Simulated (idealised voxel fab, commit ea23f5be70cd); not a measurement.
process module | voxel gate over fins
cross-section cut | 225 nm wide | cells 5 nm
A cross-section is a grid of square cells, given in bands from the top down. A band is one or more rows of cells.
Each band's line starts with the height of the band's top and of its bottom, in nm. Then come its materials from left to right, each with its width in nm. One material with "throughout" fills the band from edge to edge. "air" is empty space.
Height 0 is the level under which the wafer as received is all one material. The lowest band goes on downwards, as in "0 down".
A width such as "30 to 40" changes by the same amount from each row of cells to the next, from the band's top row to its bottom row.
"no change" after a step means that no cell of the cross-section changed.
closed voids: empty space of 8 cells or more with no open way to the top, each as width x height at its distance from the left edge, in nm
after a step's settings: what the simulator itself notes on the step
overlay nm, on a step with a mask: how far to the right of its planned place the mask lay; to the left if negative
plan
1 op RECEIVE | material Si
2 op CONFORMAL_DEP | material SiN | thk nm 10
3 op PATTERN | tone cover | mask id FINS | material resist | width nm 15 | pitch nm 45 | thk nm 15 | overlay nm 0
4 op DIRECTIONAL_ETCH | etch materials SiN | depth nm 10
5 op DIRECTIONAL_ETCH | etch materials Si | depth nm 30
6 op STRIP | etch materials resist
7 op OXIDIZE | depth nm 5
8 op FILL_DEP | material SiO2 | thk nm 5
9 op CMP | height nm 10
10 op SELECTIVE_ETCH | etch materials SiO2 | depth nm 25
11 op STRIP | etch materials SiN
12 op CONFORMAL_DEP | material HfO2 | thk nm 5
13 op CONFORMAL_DEP | material TiN | thk nm 5
14 op CONFORMAL_DEP | material TiAl | thk nm 5
15 op CONFORMAL_DEP | material TiN | thk nm 5
16 op FILL_DEP | material W | thk nm 10
17 op CMP | height nm 25
18 op CONFORMAL_DEP | material SiCN | thk nm 5
as received, after step 1
  0 down: Si throughout
  closed voids: none
a wafer at the end: this start, this plan, one mistake
  30 to 25: SiCN throughout
  25 to 20: W throughout
  20 to 15: W 70 | TiN 90 | W 65
  15 to 10: W 70 | TiN 5 | TiAl 35 | TiN 10 | TiAl 35 | TiN 5 | W 65
  10 to 5: W 70 | TiN 5 | TiAl 5 | TiN 25 | TiAl 5 | TiN 10 | TiAl 5 | TiN 25 | TiAl 5 | TiN 5 | W 65
  5 to 0: TiN 75 | TiAl 5 | TiN 5 | HfO2 15 | TiN 5 | TiAl 5 | TiN 10 | TiAl 5 | TiN 5 | HfO2 15 | TiN 5 | TiAl 5 | TiN 70
  0 to -5: TiAl 80 | TiN 5 | HfO2 5 | Si 5 | HfO2 5 | TiN 5 | TiAl 20 | TiN 5 | HfO2 5 | Si 5 | HfO2 5 | TiN 5 | TiAl 75
  -5 to -10: TiN 85 | HfO2 5 | Si 5 | HfO2 5 | TiN 30 | HfO2 5 | Si 5 | HfO2 5 | TiN 80
  -10 to -15: HfO2 90 | Si 5 | HfO2 40 | Si 5 | HfO2 85
  -15 to -35: SiO2 90 | Si 5 | SiO2 40 | Si 5 | SiO2 85
  -35 down: Si throughout
  closed voids: none
what went wrong: step 3 ran as: op PATTERN | tone cover | mask id FINS | material resist | width nm 15 | pitch nm 45 | thk nm 15 | overlay nm 5
